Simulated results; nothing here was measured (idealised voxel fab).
A process module follows: voxel double patterning.
For reference, the cross-section in this document is cut, with width 245 nm and square cells of 5 nm.
Cross-section spec: square-cell grid; bands listed top down; each band is one or more rows.
Band entry format. Leading values: height of top, height of bottom, nm. Remainder: materials in left-to-right order, each with its width in nm. Special words: "all across" on a single material, which then fills the band edge to edge; "blank", empty space.
It should be noted that heights are counted from 0, beneath which the wafer as supplied is of one material throughout, and that the lowest band possesses no lower boundary but continues downward, as written in "0 down".
The two numbers in a width such as "30 to 40" mark its ends across the band: the first belongs to the top row of cells, the second to the bottom row, and from each row to the next the width moves by the same amount.
Where the words "no alterations made" appear for a step, the cross-section shows no cell changed by that step; every cell remained as before.
The entry titled "Enclosed cavity list" provides the empty spaces that have no open way to the top, restricted to those of 8 cells or more. Each is presented as width x height at distance, the distance being measured from the left edge, with all three in nm.
Step line, after settings: the simulator's comment on this step.
The optional step-line setting "overlay nm" applies to steps with a mask and quantifies how far to the right of its planned location the mask lay, a negative value indicating leftward placement.
Plan
1: RECEIVE: material Si
2: CONFORMAL_DEP: material SiO2, thk nm 5
3: DIRECTIONAL_DEP: material polySi, thk nm 15
4: DIRECTIONAL_DEP: material SiN, thk nm 5
5: DIRECTIONAL_DEP: material aC, thk nm 10
6: PATTERN: tone open, mask id FIRST, material resist, width nm 15, pitch nm 50, thk nm 30, overlay nm 0
7: DIRECTIONAL_ETCH: etch materials aC, depth nm 10
8: STRIP: etch materials resist
9: DIRECTIONAL_ETCH: etch materials SiN, depth nm 5
10: STRIP: etch materials aC
11: PATTERN: tone open, mask id SECOND, material resist, width nm 15, thk nm 20, overlay nm 0
12: DIRECTIONAL_ETCH: etch materials SiN, depth nm 5
13: STRIP: etch materials resist
14: DIRECTIONAL_ETCH: etch materials polySi, depth nm 15
15: STRIP: etch materials SiN
First wafer of two (run as planned)
Cross-section of the wafer at receipt, which is the condition after step 1
0 down = Si all across
Enclosed cavity list: none
Wafer after step 2 (cross-section)
5 to 0 = SiO2 all across
Under 0: no change, same as before.
Wafer after step 3 (cross-section)
20 to 5 = polySi all across
Under 5: no change, same as before.
Wafer after step 4 (cross-section)
25 to 20 = SiN all across
Under 20: no change, same as before.
Wafer after step 5 (cross-section)
35 to 25 = aC all across
Under 25: no change, same as before.
Wafer after step 6 (cross-section)
65 to 35 = resist (90) | blank (15) | resist (35) | blank (15) | resist (90)
Under 35: no change, same as before.
Wafer after step 7 (cross-section)
55 to 35 = resist (90) | blank (15) | resist (35) | blank (15) | resist (90)
35 to 25 = aC (90) | blank (15) | aC (35) | blank (15) | aC (90)
Under 25: no change, same as before.
Wafer after step 8 (cross-section)
35 to 25 = aC (90) | blank (15) | aC (35) | blank (15) | aC (90)
Under 25: no change, same as before.
Wafer after step 9 (cross-section)
35 to 25 = aC (90) | blank (15) | aC (35) | blank (15) | aC (90)
25 to 20 = SiN (90) | blank (15) | SiN (35) | blank (15) | SiN (90)
Under 20: no change, same as before.
Wafer after step 10 (cross-section)
25 to 20 = SiN (90) | blank (15) | SiN (35) | blank (15) | SiN (90)
Under 20: no change, same as before.
Wafer after step 11 (cross-section)
45 to 25 = resist (115) | blank (15) | resist (115)
25 to 20 = SiN (90) | resist (15) | SiN (35) | resist (15) | SiN (90)
Under 20: no change, same as before.
Wafer after step 12 (cross-section)
45 to 25 = resist (115) | blank (15) | resist (115)
25 to 20 = SiN (90) | resist (15) | SiN (10) | blank (15) | SiN (10) | resist (15) | SiN (90)
Under 20: no change, same as before.
Wafer after step 13 (cross-section)
25 to 20 = SiN (90) | blank (15) | SiN (10) | blank (15) | SiN (10) | blank (15) | SiN (90)
Under 20: no change, same as before.
Wafer after step 14 (cross-section)
25 to 20 = SiN (90) | blank (15) | SiN (10) | blank (15) | SiN (10) | blank (15) | SiN (90)
20 to 5 = polySi (90) | blank (15) | polySi (10) | blank (15) | polySi (10) | blank (15) | polySi (90)
Under 5: no change, same as before.
Wafer after step 15 (cross-section)
20 to 5 = polySi (90) | blank (15) | polySi (10) | blank (15) | polySi (10) | blank (15) | polySi (90)
Under 5: no change, same as before.
Second Wafer (Identical Start and Plan, One Processing Error; Matches First Wafer Through Step 1)
Here is the second wafer in cross-section at the point where step 2 of the plan should have been done: no alterations made
Here is the second wafer in cross-section at the point where step 3 of the plan should have been done
15 to 0 = polySi all across
Under 0: no change, same as before.
Here is the second wafer in cross-section at the point where step 4 of the plan should have been done
20 to 15 = SiN all across
Under 15: no change, same as before.
Here is the second wafer in cross-section at the point where step 5 of the plan should have been done
30 to 20 = aC all across
Under 20: no change, same as before.
Here is the second wafer in cross-section at the point where step 6 of the plan should have been done
60 to 30 = resist (90) | blank (15) | resist (35) | blank (15) | resist (90)
Under 30: no change, same as before.
Here is the second wafer in cross-section at the point where step 7 of the plan should have been done
50 to 30 = resist (90) | blank (15) | resist (35) | blank (15) | resist (90)
30 to 20 = aC (90) | blank (15) | aC (35) | blank (15) | aC (90)
Under 20: no change, same as before.
Here is the second wafer in cross-section at the point where step 8 of the plan should have been done
30 to 20 = aC (90) | blank (15) | aC (35) | blank (15) | aC (90)
Under 20: no change, same as before.
Here is the second wafer in cross-section at the point where step 9 of the plan should have been done
30 to 20 = aC (90) | blank (15) | aC (35) | blank (15) | aC (90)
20 to 15 = SiN (90) | blank (15) | SiN (35) | blank (15) | SiN (90)
Under 15: no change, same as before.
Here is the second wafer in cross-section at the point where step 10 of the plan should have been done
20 to 15 = SiN (90) | blank (15) | SiN (35) | blank (15) | SiN (90)
Under 15: no change, same as before.
Here is the second wafer in cross-section at the point where step 11 of the plan should have been done
40 to 20 = resist (115) | blank (15) | resist (115)
20 to 15 = SiN (90) | resist (15) | SiN (35) | resist (15) | SiN (90)
Under 15: no change, same as before.
Here is the second wafer in cross-section at the point where step 12 of the plan should have been done
40 to 20 = resist (115) | blank (15) | resist (115)
20 to 15 = SiN (90) | resist (15) | SiN (10) | blank (15) | SiN (10) | resist (15) | SiN (90)
Under 15: no change, same as before.
Here is the second wafer in cross-section at the point where step 13 of the plan should have been done
20 to 15 = SiN (90) | blank (15) | SiN (10) | blank (15) | SiN (10) | blank (15) | SiN (90)
Under 15: no change, same as before.
Here is the second wafer in cross-section at the point where step 14 of the plan should have been done
20 to 15 = SiN (90) | blank (15) | SiN (10) | blank (15) | SiN (10) | blank (15) | SiN (90)
15 to 0 = polySi (90) | blank (15) | polySi (10) | blank (15) | polySi (10) | blank (15) | polySi (90)
Under 0: no change, same as before.
Here is the second wafer in cross-section at the point where step 15 of the plan should have been done
15 to 0 = polySi (90) | blank (15) | polySi (10) | blank (15) | polySi (10) | blank (15) | polySi (90)
Under 0: no change, same as before.
What broke from the plan during processing? plan step 2 skipped
In the final state, the cell counts of the second wafer exceed or fall short of those of the first for the following materials: -49 SiO2
